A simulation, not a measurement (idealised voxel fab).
process module | voxel tone inversion
cross-section cut | 160 nm wide | cells 5 nm
A cross-section is a grid of square cells, given in bands from the top down. A band is one or more rows of cells.
Each band's line starts with the height of the band's top and of its bottom, in nm. Then come its materials from left to right, each with its width in nm. One material with "throughout" fills the band from edge to edge. "air" is empty space.
Height 0 is the level under which the wafer as received is all one material. The lowest band goes on downwards, as in "0 down".
A width such as "30 to 40" changes by the same amount from each row of cells to the next, from the band's top row to its bottom row.
"no change" after a step means that no cell of the cross-section changed.
closed voids: empty space of 8 cells or more with no open way to the top, each as width x height at its distance from the left edge, in nm
after a step's settings: what the simulator itself notes on the step
overlay nm, on a step with a mask: how far to the right of its planned place the mask lay; to the left if negative
plan
1 op RECEIVE | material Si
2 op CONFORMAL_DEP | material SiCN | thk nm 5
3 op DIRECTIONAL_DEP | material polySi | thk nm 25
4 op PATTERN | tone cover | mask id POSTS | material resist | width nm 25 | pitch nm 50 | thk nm 35 | overlay nm 0
5 op DIRECTIONAL_ETCH | etch materials polySi | depth nm 25
6 op STRIP | etch materials resist
7 op FILL_DEP | material SiO2 | thk nm 10
8 op CMP | height nm 30
9 op STRIP | etch materials polySi
as received, after step 1
  0 down: Si throughout
  closed voids: none
first wafer at the end, as planned
  30 to 5: SiO2 40 | air 25 | SiO2 25 | air 25 | SiO2 45
  5 to 0: SiCN throughout
  0 down: Si throughout
  closed voids: none
second wafer at the end: like start, like plan, one mistake
  30 to 5: SiO2 35 | air 25 | SiO2 25 | air 25 | SiO2 50
  5 to 0: SiCN throughout
  0 down: Si throughout
  closed voids: none
what went wrong: step 4 ran as: op PATTERN | tone cover | mask id POSTS | material resist | width nm 25 | pitch nm 50 | thk nm 35 | overlay nm -5
at the end the second wafer has, in cells: as many of each material as the first, in other places
